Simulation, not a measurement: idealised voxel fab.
The process module that follows is named voxel spacer lines.
The width of the displayed cross-section, cut, is 175 nm; its cells are square, with a size of 5 nm.
If you're reading a cross-section in this doc, picture square cells in a grid; it comes to you as bands, top ones listed first down to the bottom, and a band can be one or more rows of cells.
Top height, bottom height, nm. Materials left to right, width each, nm. Single material + "everywhere" = fills band edge to edge. "blank" = empty.
We count height from 0. Below that, the starting wafer is all one material. The lowest band never ends at the bottom but goes on down; see "z 0 and below" for how that is written.
Note: "30->40" means the width goes from the first number (top row of the band) to the second number (bottom row) in equal steps per row of cells.
A step reported as "nothing changed" is a step in which no cell of the cross-section changed.
This entry, "Entrapped voids", enumerates those empty regions of no fewer than 8 cells that possess no open connection to the top. Each region is reported in the form width x height at distance, the distance being taken from the left edge, with all three quantities expressed in nm.
Heads up: the bit after the settings on a step's line is the simulator's remark on that step.
For masked steps, "overlay nm" on the step line gives how far right of plan the mask actually lay; a minus sign means it lay to the left.

The following list gives the planned process steps
1,RECEIVE [material Si]
2,CONFORMAL_DEP [material Al2O3] [thk nm 10]
3,DIRECTIONAL_DEP [material TiN] [thk nm 15]
4,DIRECTIONAL_DEP [material polySi] [thk nm 25]
5,PATTERN [tone cover] [mask id MANDREL] [material resist] [width nm 25] [pitch nm 70] [thk nm 30] [overlay nm -15]
6,DIRECTIONAL_ETCH [etch materials polySi] [depth nm 25]
7,STRIP [etch materials resist]
8,CONFORMAL_DEP [material SiN] [thk nm 10]
9,DIRECTIONAL_ETCH [etch materials SiN] [depth nm 10]
10,STRIP [etch materials polySi]
11,DIRECTIONAL_ETCH [etch materials TiN] [depth nm 15]
12,STRIP [etch materials SiN]
Among the wafers covered here, the point of difference is the overlay nm at step 5; their starting state is shared, and the plan presents the value of the first wafer.

Cut through the first of several wafers as received, post step 1
- z 0 and below | Si everywhere
- Entrapped voids: none

Every row in this table is a wafer at the end of the module, and it gives, for each of the materials, the cells that wafer has gained (+) or lost (-) since it was received, then its closed voids
overlay nm -15 | +70 Al2O3 | +24 TiN | Entrapped voids: none
overlay nm -10 | +70 Al2O3 | +24 TiN | Entrapped voids: none
overlay nm -5 | +70 Al2O3 | +24 TiN | Entrapped voids: none
overlay nm 0 | +70 Al2O3 | +24 TiN | Entrapped voids: none
overlay nm 5 | +70 Al2O3 | +24 TiN | Entrapped voids: none
overlay nm 10 | +70 Al2O3 | +24 TiN | Entrapped voids: none
overlay nm 15 | +70 Al2O3 | +24 TiN | Entrapped voids: none
